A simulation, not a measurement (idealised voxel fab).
process module | voxel transistor to metal
cross-section cut | 195 nm wide | cells 5 nm
A cross-section is a grid of square cells, given in bands from the top down. A band is one or more rows of cells.
Each band's line starts with the height of the band's top and of its bottom, in nm. Then come its materials from left to right, each with its width in nm. One material with "throughout" fills the band from edge to edge. "air" is empty space.
Height 0 is the level under which the wafer as received is all one material. The lowest band goes on downwards, as in "0 down".
A width such as "30 to 40" changes by the same amount from each row of cells to the next, from the band's top row to its bottom row.
"no change" after a step means that no cell of the cross-section changed.
closed voids: empty space of 8 cells or more with no open way to the top, each as width x height at its distance from the left edge, in nm
after a step's settings: what the simulator itself notes on the step
overlay nm, on a step with a mask: how far to the right of its planned place the mask lay; to the left if negative
Each pair below shows a cross-section before one step and the cross-section after it, down to the lowest band that changed. The line under each pair gives the step between them, with its settings. The pairs can come from different runs of this module on the same starting wafer, so a pair continues from the pair above only where its "before" says so.
before
  30 to 25: air 70 | SiN 10 | air 5 | SiCN 25 | air 5 | SiN 10 | air 70
  25 to 20: air 70 | SiN 10 | SiO2 5 | SiCN 25 | SiO2 5 | SiN 10 | air 70
  20 to 10: air 70 | SiN 10 | SiO2 5 | polySi 25 | SiO2 5 | SiN 10 | air 70
  10 to 5: air 45 | SiGe 25 | SiN 10 | SiO2 5 | polySi 25 | SiO2 5 | SiN 10 | SiGe 25 | air 45
  5 to 0: air 40 | SiN 10 | SiGe 20 | SiN 10 | SiO2 5 | polySi 25 | SiO2 5 | SiN 10 | SiGe 20 | SiN 10 | air 40
  0 to -5: SiO2 50 | SiGe 20 | SiO2 55 | SiGe 20 | SiO2 50
  -5 to -10: SiO2 45 | Si 5 | SiGe 20 | Si 55 | SiGe 20 | Si 5 | SiO2 45
  -10 to -20: SiO2 40 | Si 10 | SiGe 20 | Si 55 | SiGe 20 | Si 10 | SiO2 40
  -20 to -30: SiO2 40 | Si 115 | SiO2 40
  -30 down: Si throughout
  closed voids: none
after
  35 to 30: SiO2 throughout
  30 to 20: SiO2 70 | SiN 10 | SiO2 5 | SiCN 25 | SiO2 5 | SiN 10 | SiO2 70
  20 to 10: SiO2 70 | SiN 10 | SiO2 5 | polySi 25 | SiO2 5 | SiN 10 | SiO2 70
  10 to 5: SiO2 45 | SiGe 25 | SiN 10 | SiO2 5 | polySi 25 | SiO2 5 | SiN 10 | SiGe 25 | SiO2 45
  5 to 0: SiO2 40 | SiN 10 | SiGe 20 | SiN 10 | SiO2 5 | polySi 25 | SiO2 5 | SiN 10 | SiGe 20 | SiN 10 | SiO2 40
  below 0: unchanged
  closed voids: none
the step between: op FILL_DEP | material SiO2 | thk nm 5
before: the cross-section after the pair above
after
  20 to 10: SiO2 70 | SiN 10 | SiO2 5 | polySi 25 | SiO2 5 | SiN 10 | SiO2 70
  below 10: unchanged
  closed voids: none
the step between: op CMP | height nm 20
before: the cross-section after the pair above
after
  20 to 10: SiO2 70 | SiN 10 | SiO2 5 | air 25 | SiO2 5 | SiN 10 | SiO2 70
  10 to 5: SiO2 45 | SiGe 25 | SiN 10 | SiO2 5 | air 25 | SiO2 5 | SiN 10 | SiGe 25 | SiO2 45
  5 to 0: SiO2 40 | SiN 10 | SiGe 20 | SiN 10 | SiO2 5 | air 25 | SiO2 5 | SiN 10 | SiGe 20 | SiN 10 | SiO2 40
  below 0: unchanged
  closed voids: none
the step between: op STRIP | etch materials polySi
before: the cross-section after the pair above
after
  20 to 15: air 70 | SiN 10 | air 35 | SiN 10 | air 70
  15 to 10: SiO2 70 | SiN 10 | air 35 | SiN 10 | SiO2 70
  10 to 5: SiO2 45 | SiGe 25 | SiN 10 | air 35 | SiN 10 | SiGe 25 | SiO2 45
  5 to 0: SiO2 40 | SiN 10 | SiGe 20 | SiN 10 | air 35 | SiN 10 | SiGe 20 | SiN 10 | SiO2 40
  0 to -5: SiO2 50 | SiGe 20 | SiO2 10 | air 35 | SiO2 10 | SiGe 20 | SiO2 50
  below -5: unchanged
  closed voids: none
the step between: op SELECTIVE_ETCH | etch materials SiO2 | depth nm 5
before: the cross-section after the pair above
after
  25 to 20: air 65 | HfO2 20 | air 25 | HfO2 20 | air 65
  20 to 15: HfO2 70 | SiN 10 | HfO2 5 | air 25 | HfO2 5 | SiN 10 | HfO2 70
  15 to 10: SiO2 70 | SiN 10 | HfO2 5 | air 25 | HfO2 5 | SiN 10 | SiO2 70
  10 to 5: SiO2 45 | SiGe 25 | SiN 10 | HfO2 5 | air 25 | HfO2 5 | SiN 10 | SiGe 25 | SiO2 45
  5 to 0: SiO2 40 | SiN 10 | SiGe 20 | SiN 10 | HfO2 5 | air 25 | HfO2 5 | SiN 10 | SiGe 20 | SiN 10 | SiO2 40
  0 to -5: SiO2 50 | SiGe 20 | SiO2 10 | HfO2 35 | SiO2 10 | SiGe 20 | SiO2 50
  below -5: unchanged
  closed voids: none
the step between: op CONFORMAL_DEP | material HfO2 | thk nm 5
before: the cross-section after the pair above
after
  30 to 25: air 60 | TiN 30 | air 15 | TiN 30 | air 60
  25 to 20: TiN 65 | HfO2 20 | TiN 5 | air 15 | TiN 5 | HfO2 20 | TiN 65
  20 to 15: HfO2 70 | SiN 10 | HfO2 5 | TiN 5 | air 15 | TiN 5 | HfO2 5 | SiN 10 | HfO2 70
  15 to 10: SiO2 70 | SiN 10 | HfO2 5 | TiN 5 | air 15 | TiN 5 | HfO2 5 | SiN 10 | SiO2 70
  10 to 5: SiO2 45 | SiGe 25 | SiN 10 | HfO2 5 | TiN 5 | air 15 | TiN 5 | HfO2 5 | SiN 10 | SiGe 25 | SiO2 45
  5 to 0: SiO2 40 | SiN 10 | SiGe 20 | SiN 10 | HfO2 5 | TiN 25 | HfO2 5 | SiN 10 | SiGe 20 | SiN 10 | SiO2 40
  below 0: unchanged
  closed voids: none
the step between: op CONFORMAL_DEP | material TiN | thk nm 5
before: the cross-section after the pair above
after
  40 to 30: W throughout
  30 to 25: W 60 | TiN 30 | W 15 | TiN 30 | W 60
  25 to 20: TiN 65 | HfO2 20 | TiN 5 | W 15 | TiN 5 | HfO2 20 | TiN 65
  20 to 15: HfO2 70 | SiN 10 | HfO2 5 | TiN 5 | W 15 | TiN 5 | HfO2 5 | SiN 10 | HfO2 70
  15 to 10: SiO2 70 | SiN 10 | HfO2 5 | TiN 5 | W 15 | TiN 5 | HfO2 5 | SiN 10 | SiO2 70
  10 to 5: SiO2 45 | SiGe 25 | SiN 10 | HfO2 5 | TiN 5 | W 15 | TiN 5 | HfO2 5 | SiN 10 | SiGe 25 | SiO2 45
  below 5: unchanged
  closed voids: none
the step between: op FILL_DEP | material W | thk nm 10
before: the cross-section after the pair above
after
  15 to 10: SiO2 70 | SiN 10 | HfO2 5 | TiN 5 | W 15 | TiN 5 | HfO2 5 | SiN 10 | SiO2 70
  below 10: unchanged
  closed voids: none
the step between: op CMP | height nm 15
before: the cross-section after the pair above
after
  30 to 15: SiO2 throughout
  below 15: unchanged
  closed voids: none
the step between: op DIRECTIONAL_DEP | material SiO2 | thk nm 15
before: the cross-section after the pair above
after
  30 to 15: SiO2 50 | air 15 | SiO2 65 | air 15 | SiO2 50
  15 to 10: SiO2 50 | air 15 | SiO2 5 | SiN 10 | HfO2 5 | TiN 5 | W 15 | TiN 5 | HfO2 5 | SiN 10 | SiO2 5 | air 15 | SiO2 50
  below 10: unchanged
  closed voids: none
the step between: op MASKED_ETCH | tone open | mask id CONTACT | width nm 15 | pitch nm 80 | etch materials SiO2 | depth nm 20 | overlay nm 0
before: the cross-section after the pair above
after
  35 to 30: TiN 55 | air 5 | TiN 75 | air 5 | TiN 55
  30 to 15: SiO2 50 | TiN 5 | air 5 | TiN 5 | SiO2 65 | TiN 5 | air 5 | TiN 5 | SiO2 50
  15 to 10: SiO2 50 | TiN 15 | SiO2 5 | SiN 10 | HfO2 5 | TiN 5 | W 15 | TiN 5 | HfO2 5 | SiN 10 | SiO2 5 | TiN 15 | SiO2 50
  below 10: unchanged
  closed voids: none
the step between: op CONFORMAL_DEP | material TiN | thk nm 5
before: the cross-section after the pair above
after
  45 to 35: W throughout
  35 to 30: TiN 55 | W 5 | TiN 75 | W 5 | TiN 55
  30 to 15: SiO2 50 | TiN 5 | W 5 | TiN 5 | SiO2 65 | TiN 5 | W 5 | TiN 5 | SiO2 50
  below 15: unchanged
  closed voids: none
the step between: op FILL_DEP | material W | thk nm 10
before: the cross-section after the pair above
after
  30 to 15: SiO2 50 | TiN 5 | W 5 | TiN 5 | SiO2 65 | TiN 5 | W 5 | TiN 5 | SiO2 50
  below 15: unchanged
  closed voids: none
the step between: op CMP | height nm 30
before: the cross-section after the pair above
after
  35 to 30: SiCN throughout
  below 30: unchanged
  closed voids: none
the step between: op CONFORMAL_DEP | material SiCN | thk nm 5
before: the cross-section after the pair above
after
  60 to 35: SiO2 throughout
  below 35: unchanged
  closed voids: none
the step between: op DIRECTIONAL_DEP | material SiO2 | thk nm 25
before: the cross-section after the pair above
after
  60 to 35: SiO2 50 | air 15 | SiO2 65 | air 15 | SiO2 50
  below 35: unchanged
  closed voids: none
the step between: op MASKED_ETCH | tone open | mask id METAL_1 | width nm 15 | pitch nm 80 | etch materials SiO2 | depth nm 25 | overlay nm 0
before: the cross-section after the pair above
after
  60 to 35: SiO2 50 | air 15 | SiO2 65 | air 15 | SiO2 50
  35 to 30: SiCN 50 | air 15 | SiCN 65 | air 15 | SiCN 50
  below 30: unchanged
  closed voids: none
the step between: op MASKED_ETCH | tone open | mask id METAL_1 | width nm 15 | pitch nm 80 | etch materials SiCN | depth nm 5 | overlay nm 0
before: the cross-section after the pair above
after
  65 to 60: TiN 55 | air 5 | TiN 75 | air 5 | TiN 55
  60 to 35: SiO2 50 | TiN 5 | air 5 | TiN 5 | SiO2 65 | TiN 5 | air 5 | TiN 5 | SiO2 50
  35 to 30: SiCN 50 | TiN 15 | SiCN 65 | TiN 15 | SiCN 50
  below 30: unchanged
  closed voids: none
the step between: op CONFORMAL_DEP | material TiN | thk nm 5
before: the cross-section after the pair above
after
  70 to 65: Cu throughout
  65 to 60: TiN 55 | Cu 5 | TiN 75 | Cu 5 | TiN 55
  60 to 35: SiO2 50 | TiN 5 | Cu 5 | TiN 5 | SiO2 65 | TiN 5 | Cu 5 | TiN 5 | SiO2 50
  below 35: unchanged
  closed voids: none
the step between: op FILL_DEP | material Cu | thk nm 5
before: the cross-section after the pair above
after
  60 to 35: SiO2 50 | TiN 5 | Cu 5 | TiN 5 | SiO2 65 | TiN 5 | Cu 5 | TiN 5 | SiO2 50
  below 35: unchanged
  closed voids: none
the step between: op CMP | height nm 60
before: the cross-section after the pair above
after
  65 to 60: SiCN throughout
  below 60: unchanged
  closed voids: none
the step between: op CONFORMAL_DEP | material SiCN | thk nm 5
before: the cross-section after the pair above
after
  90 to 65: lowk throughout
  below 65: unchanged
  closed voids: none
the step between: op DIRECTIONAL_DEP | material lowk | thk nm 25
before: the cross-section after the pair above
after
  90 to 75: lowk 50 | air 15 | lowk 65 | air 15 | lowk 50
  below 75: unchanged
  closed voids: none
the step between: op MASKED_ETCH | tone open | mask id METAL_2 | width nm 15 | pitch nm 80 | etch materials lowk | depth nm 15 | overlay nm 0
before: the cross-section after the pair above
after
  100 to 90: aC 50 | air 15 | aC 65 | air 15 | aC 50
  90 to 85: lowk 50 | air 15 | lowk 65 | air 15 | lowk 50
  85 to 75: lowk 50 | aC 15 | lowk 65 | aC 15 | lowk 50
  below 75: unchanged
  closed voids: none
the step between: op DIRECTIONAL_DEP | material aC | thk nm 10
before: the cross-section after the pair above
after
  130 to 100: resist 50 | air 15 | resist 65 | air 15 | resist 50
  below 100: unchanged
  closed voids: none
the step between: op PATTERN | tone open | mask id METAL_2_HOLES | material resist | width nm 15 | pitch nm 80 | thk nm 30 | overlay nm 0
before: the cross-section after the pair above
after
  120 to 100: resist 50 | air 15 | resist 65 | air 15 | resist 50
  100 to 90: aC 50 | air 15 | aC 65 | air 15 | aC 50
  90 to 75: lowk 50 | air 15 | lowk 65 | air 15 | lowk 50
  below 75: unchanged
  closed voids: none
the step between: op DIRECTIONAL_ETCH | etch materials aC | depth nm 10
before: the cross-section after the pair above
after
  100 to 90: aC 50 | air 15 | aC 65 | air 15 | aC 50
  below 90: unchanged
  closed voids: none
the step between: op STRIP | etch materials resist
before: the cross-section after the pair above
after
  100 to 90: aC 50 | air 15 | aC 65 | air 15 | aC 50
  90 to 65: lowk 50 | air 15 | lowk 65 | air 15 | lowk 50
  below 65: unchanged
  closed voids: none
the step between: op DIRECTIONAL_ETCH | etch materials lowk | depth nm 10
before: the cross-section after the pair above
after
  100 to 90: aC 50 | air 15 | aC 65 | air 15 | aC 50
  90 to 65: lowk 50 | air 15 | lowk 65 | air 15 | lowk 50
  65 to 60: SiCN 50 | air 15 | SiCN 65 | air 15 | SiCN 50
  below 60: unchanged
  closed voids: none
the step between: op DIRECTIONAL_ETCH | etch materials SiCN | depth nm 5
before: the cross-section after the pair above
after
  90 to 65: lowk 50 | air 15 | lowk 65 | air 15 | lowk 50
  below 65: unchanged
  closed voids: none
the step between: op STRIP | etch materials aC
before: the cross-section after the pair above
after
  95 to 90: TiN 55 | air 5 | TiN 75 | air 5 | TiN 55
  90 to 65: lowk 50 | TiN 5 | air 5 | TiN 5 | lowk 65 | TiN 5 | air 5 | TiN 5 | lowk 50
  65 to 60: SiCN 50 | TiN 15 | SiCN 65 | TiN 15 | SiCN 50
  below 60: unchanged
  closed voids: none
the step between: op CONFORMAL_DEP | material TiN | thk nm 5
before: the cross-section after the pair above
after
  105 to 95: Cu throughout
  95 to 90: TiN 55 | Cu 5 | TiN 75 | Cu 5 | TiN 55
  90 to 65: lowk 50 | TiN 5 | Cu 5 | TiN 5 | lowk 65 | TiN 5 | Cu 5 | TiN 5 | lowk 50
  below 65: unchanged
  closed voids: none
the step between: op FILL_DEP | material Cu | thk nm 10
before: the cross-section after the pair above
after
  90 to 65: lowk 50 | TiN 5 | Cu 5 | TiN 5 | lowk 65 | TiN 5 | Cu 5 | TiN 5 | lowk 50
  below 65: unchanged
  closed voids: none
the step between: op CMP | height nm 90
before: the cross-section after the pair above
after
  95 to 90: SiN throughout
  below 90: unchanged
  closed voids: none
the step between: op CONFORMAL_DEP | material SiN | thk nm 5
before
  30 to 25: air 70 | SiN 10 | air 5 | SiCN 25 | air 5 | SiN 10 | air 70
  25 to 20: air 70 | SiN 10 | SiO2 5 | SiCN 25 | SiO2 5 | SiN 10 | air 70
  20 to 5: air 70 | SiN 10 | SiO2 5 | polySi 25 | SiO2 5 | SiN 10 | air 70
  5 to 0: air 40 | SiN 10 | air 20 | SiN 10 | SiO2 5 | polySi 25 | SiO2 5 | SiN 10 | air 20 | SiN 10 | air 40
  0 to -5: SiO2 50 | air 20 | SiO2 55 | air 20 | SiO2 50
  -5 to -20: SiO2 40 | Si 10 | air 20 | Si 55 | air 20 | Si 10 | SiO2 40
  -20 to -30: SiO2 40 | Si 115 | SiO2 40
  -30 down: Si throughout
  closed voids: none
after
  30 to 25: air 70 | SiN 10 | air 5 | SiCN 25 | air 5 | SiN 10 | air 70
  25 to 20: air 70 | SiN 10 | SiO2 5 | SiCN 25 | SiO2 5 | SiN 10 | air 70
  20 to 5: air 70 | SiN 10 | SiO2 5 | polySi 25 | SiO2 5 | SiN 10 | air 70
  5 to 0: air 40 | SiN 10 | air 20 | SiN 10 | SiO2 5 | polySi 25 | SiO2 5 | SiN 10 | air 20 | SiN 10 | air 40
  0 to -5: SiO2 50 | air 20 | SiO2 55 | air 20 | SiO2 50
  -5 to -30: SiO2 40 | Si 10 | air 20 | Si 55 | air 20 | Si 10 | SiO2 40
  -30 to -35: Si 50 | air 20 | Si 55 | air 20 | Si 50
  below -35: unchanged
  closed voids: none
the step between: op DIRECTIONAL_ETCH | etch materials Si | depth nm 15
before: the cross-section after the pair above
after
  30 to 25: air 70 | SiN 10 | air 5 | SiCN 25 | air 5 | SiN 10 | air 70
  25 to 20: air 70 | SiN 10 | SiO2 5 | SiCN 25 | SiO2 5 | SiN 10 | air 70
  20 to 10: air 70 | SiN 10 | SiO2 5 | polySi 25 | SiO2 5 | SiN 10 | air 70
  10 to 5: air 45 | SiGe 25 | SiN 10 | SiO2 5 | polySi 25 | SiO2 5 | SiN 10 | SiGe 25 | air 45
  5 to 0: air 40 | SiN 10 | SiGe 20 | SiN 10 | SiO2 5 | polySi 25 | SiO2 5 | SiN 10 | SiGe 20 | SiN 10 | air 40
  0 to -5: SiO2 50 | SiGe 20 | SiO2 55 | SiGe 20 | SiO2 50
  -5 to -30: SiO2 40 | Si 10 | SiGe 20 | Si 55 | SiGe 20 | Si 10 | SiO2 40
  -30 to -35: Si 50 | SiGe 20 | Si 55 | SiGe 20 | Si 50
  below -35: unchanged
  closed voids: none
the step between: op EPI | material SiGe | thk nm 15
before: the cross-section after the pair above
after
  35 to 30: SiO2 throughout
  30 to 20: SiO2 70 | SiN 10 | SiO2 5 | SiCN 25 | SiO2 5 | SiN 10 | SiO2 70
  20 to 10: SiO2 70 | SiN 10 | SiO2 5 | polySi 25 | SiO2 5 | SiN 10 | SiO2 70
  10 to 5: SiO2 45 | SiGe 25 | SiN 10 | SiO2 5 | polySi 25 | SiO2 5 | SiN 10 | SiGe 25 | SiO2 45
  5 to 0: SiO2 40 | SiN 10 | SiGe 20 | SiN 10 | SiO2 5 | polySi 25 | SiO2 5 | SiN 10 | SiGe 20 | SiN 10 | SiO2 40
  below 0: unchanged
  closed voids: none
the step between: op FILL_DEP | material SiO2 | thk nm 5
before: the cross-section after the pair above
after
  20 to 10: SiO2 70 | SiN 10 | SiO2 5 | polySi 25 | SiO2 5 | SiN 10 | SiO2 70
  below 10: unchanged
  closed voids: none
the step between: op CMP | height nm 20
before: the cross-section after the pair above
after
  20 to 10: SiO2 70 | SiN 10 | SiO2 5 | air 25 | SiO2 5 | SiN 10 | SiO2 70
  10 to 5: SiO2 45 | SiGe 25 | SiN 10 | SiO2 5 | air 25 | SiO2 5 | SiN 10 | SiGe 25 | SiO2 45
  5 to 0: SiO2 40 | SiN 10 | SiGe 20 | SiN 10 | SiO2 5 | air 25 | SiO2 5 | SiN 10 | SiGe 20 | SiN 10 | SiO2 40
  below 0: unchanged
  closed voids: none
the step between: op STRIP | etch materials polySi
before: the cross-section after the pair above
after
  20 to 15: air 70 | SiN 10 | air 35 | SiN 10 | air 70
  15 to 10: SiO2 70 | SiN 10 | air 35 | SiN 10 | SiO2 70
  10 to 5: SiO2 45 | SiGe 25 | SiN 10 | air 35 | SiN 10 | SiGe 25 | SiO2 45
  5 to 0: SiO2 40 | SiN 10 | SiGe 20 | SiN 10 | air 35 | SiN 10 | SiGe 20 | SiN 10 | SiO2 40
  0 to -5: SiO2 50 | SiGe 20 | SiO2 10 | air 35 | SiO2 10 | SiGe 20 | SiO2 50
  below -5: unchanged
  closed voids: none
the step between: op SELECTIVE_ETCH | etch materials SiO2 | depth nm 5
before: the cross-section after the pair above
after
  25 to 20: air 65 | HfO2 20 | air 25 | HfO2 20 | air 65
  20 to 15: HfO2 70 | SiN 10 | HfO2 5 | air 25 | HfO2 5 | SiN 10 | HfO2 70
  15 to 10: SiO2 70 | SiN 10 | HfO2 5 | air 25 | HfO2 5 | SiN 10 | SiO2 70
  10 to 5: SiO2 45 | SiGe 25 | SiN 10 | HfO2 5 | air 25 | HfO2 5 | SiN 10 | SiGe 25 | SiO2 45
  5 to 0: SiO2 40 | SiN 10 | SiGe 20 | SiN 10 | HfO2 5 | air 25 | HfO2 5 | SiN 10 | SiGe 20 | SiN 10 | SiO2 40
  0 to -5: SiO2 50 | SiGe 20 | SiO2 10 | HfO2 35 | SiO2 10 | SiGe 20 | SiO2 50
  below -5: unchanged
  closed voids: none
the step between: op CONFORMAL_DEP | material HfO2 | thk nm 5
before: the cross-section after the pair above
after
  30 to 25: air 60 | TiN 30 | air 15 | TiN 30 | air 60
  25 to 20: TiN 65 | HfO2 20 | TiN 5 | air 15 | TiN 5 | HfO2 20 | TiN 65
  20 to 15: HfO2 70 | SiN 10 | HfO2 5 | TiN 5 | air 15 | TiN 5 | HfO2 5 | SiN 10 | HfO2 70
  15 to 10: SiO2 70 | SiN 10 | HfO2 5 | TiN 5 | air 15 | TiN 5 | HfO2 5 | SiN 10 | SiO2 70
  10 to 5: SiO2 45 | SiGe 25 | SiN 10 | HfO2 5 | TiN 5 | air 15 | TiN 5 | HfO2 5 | SiN 10 | SiGe 25 | SiO2 45
  5 to 0: SiO2 40 | SiN 10 | SiGe 20 | SiN 10 | HfO2 5 | TiN 25 | HfO2 5 | SiN 10 | SiGe 20 | SiN 10 | SiO2 40
  below 0: unchanged
  closed voids: none
the step between: op CONFORMAL_DEP | material TiN | thk nm 5
before: the cross-section after the pair above
after
  40 to 30: W throughout
  30 to 25: W 60 | TiN 30 | W 15 | TiN 30 | W 60
  25 to 20: TiN 65 | HfO2 20 | TiN 5 | W 15 | TiN 5 | HfO2 20 | TiN 65
  20 to 15: HfO2 70 | SiN 10 | HfO2 5 | TiN 5 | W 15 | TiN 5 | HfO2 5 | SiN 10 | HfO2 70
  15 to 10: SiO2 70 | SiN 10 | HfO2 5 | TiN 5 | W 15 | TiN 5 | HfO2 5 | SiN 10 | SiO2 70
  10 to 5: SiO2 45 | SiGe 25 | SiN 10 | HfO2 5 | TiN 5 | W 15 | TiN 5 | HfO2 5 | SiN 10 | SiGe 25 | SiO2 45
  below 5: unchanged
  closed voids: none
the step between: op FILL_DEP | material W | thk nm 10
before: the cross-section after the pair above
after
  15 to 10: SiO2 70 | SiN 10 | HfO2 5 | TiN 5 | W 15 | TiN 5 | HfO2 5 | SiN 10 | SiO2 70
  below 10: unchanged
  closed voids: none
the step between: op CMP | height nm 15
before: the cross-section after the pair above
after
  30 to 15: SiO2 throughout
  below 15: unchanged
  closed voids: none
the step between: op DIRECTIONAL_DEP | material SiO2 | thk nm 15
before: the cross-section after the pair above
after
  30 to 15: SiO2 50 | air 15 | SiO2 65 | air 15 | SiO2 50
  15 to 10: SiO2 50 | air 15 | SiO2 5 | SiN 10 | HfO2 5 | TiN 5 | W 15 | TiN 5 | HfO2 5 | SiN 10 | SiO2 5 | air 15 | SiO2 50
  below 10: unchanged
  closed voids: none
the step between: op MASKED_ETCH | tone open | mask id CONTACT | width nm 15 | pitch nm 80 | etch materials SiO2 | depth nm 20 | overlay nm 0
before: the cross-section after the pair above
after
  35 to 30: TiN 55 | air 5 | TiN 75 | air 5 | TiN 55
  30 to 15: SiO2 50 | TiN 5 | air 5 | TiN 5 | SiO2 65 | TiN 5 | air 5 | TiN 5 | SiO2 50
  15 to 10: SiO2 50 | TiN 15 | SiO2 5 | SiN 10 | HfO2 5 | TiN 5 | W 15 | TiN 5 | HfO2 5 | SiN 10 | SiO2 5 | TiN 15 | SiO2 50
  below 10: unchanged
  closed voids: none
the step between: op CONFORMAL_DEP | material TiN | thk nm 5
before: the cross-section after the pair above
after
  45 to 35: W throughout
  35 to 30: TiN 55 | W 5 | TiN 75 | W 5 | TiN 55
  30 to 15: SiO2 50 | TiN 5 | W 5 | TiN 5 | SiO2 65 | TiN 5 | W 5 | TiN 5 | SiO2 50
  below 15: unchanged
  closed voids: none
the step between: op FILL_DEP | material W | thk nm 10
before: the cross-section after the pair above
after
  30 to 15: SiO2 50 | TiN 5 | W 5 | TiN 5 | SiO2 65 | TiN 5 | W 5 | TiN 5 | SiO2 50
  below 15: unchanged
  closed voids: none
the step between: op CMP | height nm 30
before: the cross-section after the pair above
after
  35 to 30: SiCN throughout
  below 30: unchanged
  closed voids: none
the step between: op CONFORMAL_DEP | material SiCN | thk nm 5
before: the cross-section after the pair above
after
  60 to 35: SiO2 throughout
  below 35: unchanged
  closed voids: none
the step between: op DIRECTIONAL_DEP | material SiO2 | thk nm 25
before: the cross-section after the pair above
after
  60 to 35: SiO2 50 | air 15 | SiO2 65 | air 15 | SiO2 50
  below 35: unchanged
  closed voids: none
the step between: op MASKED_ETCH | tone open | mask id METAL_1 | width nm 15 | pitch nm 80 | etch materials SiO2 | depth nm 25 | overlay nm 0
before: the cross-section after the pair above
after
  60 to 35: SiO2 50 | air 15 | SiO2 65 | air 15 | SiO2 50
  35 to 30: SiCN 50 | air 15 | SiCN 65 | air 15 | SiCN 50
  below 30: unchanged
  closed voids: none
the step between: op MASKED_ETCH | tone open | mask id METAL_1 | width nm 15 | pitch nm 80 | etch materials SiCN | depth nm 5 | overlay nm 0
before: the cross-section after the pair above
after
  65 to 60: TiN 55 | air 5 | TiN 75 | air 5 | TiN 55
  60 to 35: SiO2 50 | TiN 5 | air 5 | TiN 5 | SiO2 65 | TiN 5 | air 5 | TiN 5 | SiO2 50
  35 to 30: SiCN 50 | TiN 15 | SiCN 65 | TiN 15 | SiCN 50
  below 30: unchanged
  closed voids: none
the step between: op CONFORMAL_DEP | material TiN | thk nm 5
before: the cross-section after the pair above
after
  70 to 65: Cu throughout
  65 to 60: TiN 55 | Cu 5 | TiN 75 | Cu 5 | TiN 55
  60 to 35: SiO2 50 | TiN 5 | Cu 5 | TiN 5 | SiO2 65 | TiN 5 | Cu 5 | TiN 5 | SiO2 50
  below 35: unchanged
  closed voids: none
the step between: op FILL_DEP | material Cu | thk nm 5
before: the cross-section after the pair above
after
  60 to 35: SiO2 50 | TiN 5 | Cu 5 | TiN 5 | SiO2 65 | TiN 5 | Cu 5 | TiN 5 | SiO2 50
  below 35: unchanged
  closed voids: none
the step between: op CMP | height nm 60
before: the cross-section after the pair above
after
  65 to 60: SiCN throughout
  below 60: unchanged
  closed voids: none
the step between: op CONFORMAL_DEP | material SiCN | thk nm 5
before: the cross-section after the pair above
after
  90 to 65: lowk throughout
  below 65: unchanged
  closed voids: none
the step between: op DIRECTIONAL_DEP | material lowk | thk nm 25
before: the cross-section after the pair above
after
  90 to 75: lowk 50 | air 15 | lowk 65 | air 15 | lowk 50
  below 75: unchanged
  closed voids: none
the step between: op MASKED_ETCH | tone open | mask id METAL_2 | width nm 15 | pitch nm 80 | etch materials lowk | depth nm 15 | overlay nm 0
before: the cross-section after the pair above
after
  100 to 90: aC 50 | air 15 | aC 65 | air 15 | aC 50
  90 to 85: lowk 50 | air 15 | lowk 65 | air 15 | lowk 50
  85 to 75: lowk 50 | aC 15 | lowk 65 | aC 15 | lowk 50
  below 75: unchanged
  closed voids: none
the step between: op DIRECTIONAL_DEP | material aC | thk nm 10
before: the cross-section after the pair above
after
  130 to 100: resist 50 | air 15 | resist 65 | air 15 | resist 50
  below 100: unchanged
  closed voids: none
the step between: op PATTERN | tone open | mask id METAL_2_HOLES | material resist | width nm 15 | pitch nm 80 | thk nm 30 | overlay nm 0
before: the cross-section after the pair above
after
  120 to 100: resist 50 | air 15 | resist 65 | air 15 | resist 50
  100 to 90: aC 50 | air 15 | aC 65 | air 15 | aC 50
  90 to 75: lowk 50 | air 15 | lowk 65 | air 15 | lowk 50
  below 75: unchanged
  closed voids: none
the step between: op DIRECTIONAL_ETCH | etch materials aC | depth nm 10
before: the cross-section after the pair above
after
  100 to 90: aC 50 | air 15 | aC 65 | air 15 | aC 50
  below 90: unchanged
  closed voids: none
the step between: op STRIP | etch materials resist
before: the cross-section after the pair above
after
  100 to 90: aC 50 | air 15 | aC 65 | air 15 | aC 50
  90 to 65: lowk 50 | air 15 | lowk 65 | air 15 | lowk 50
  below 65: unchanged
  closed voids: none
the step between: op DIRECTIONAL_ETCH | etch materials lowk | depth nm 10
before: the cross-section after the pair above
after
  100 to 90: aC 50 | air 15 | aC 65 | air 15 | aC 50
  90 to 65: lowk 50 | air 15 | lowk 65 | air 15 | lowk 50
  65 to 60: SiCN 50 | air 15 | SiCN 65 | air 15 | SiCN 50
  below 60: unchanged
  closed voids: none
the step between: op DIRECTIONAL_ETCH | etch materials SiCN | depth nm 5
before: the cross-section after the pair above
after
  90 to 65: lowk 50 | air 15 | lowk 65 | air 15 | lowk 50
  below 65: unchanged
  closed voids: none
the step between: op STRIP | etch materials aC
before: the cross-section after the pair above
after
  95 to 90: TiN 55 | air 5 | TiN 75 | air 5 | TiN 55
  90 to 65: lowk 50 | TiN 5 | air 5 | TiN 5 | lowk 65 | TiN 5 | air 5 | TiN 5 | lowk 50
  65 to 60: SiCN 50 | TiN 15 | SiCN 65 | TiN 15 | SiCN 50
  below 60: unchanged
  closed voids: none
the step between: op CONFORMAL_DEP | material TiN | thk nm 5
before: the cross-section after the pair above
after
  105 to 95: Cu throughout
  95 to 90: TiN 55 | Cu 5 | TiN 75 | Cu 5 | TiN 55
  90 to 65: lowk 50 | TiN 5 | Cu 5 | TiN 5 | lowk 65 | TiN 5 | Cu 5 | TiN 5 | lowk 50
  below 65: unchanged
  closed voids: none
the step between: op FILL_DEP | material Cu | thk nm 10
before: the cross-section after the pair above
after
  90 to 65: lowk 50 | TiN 5 | Cu 5 | TiN 5 | lowk 65 | TiN 5 | Cu 5 | TiN 5 | lowk 50
  below 65: unchanged
  closed voids: none
the step between: op CMP | height nm 90
before: the cross-section after the pair above
after
  95 to 90: SiN throughout
  below 90: unchanged
  closed voids: none
the step between: op CONFORMAL_DEP | material SiN | thk nm 5
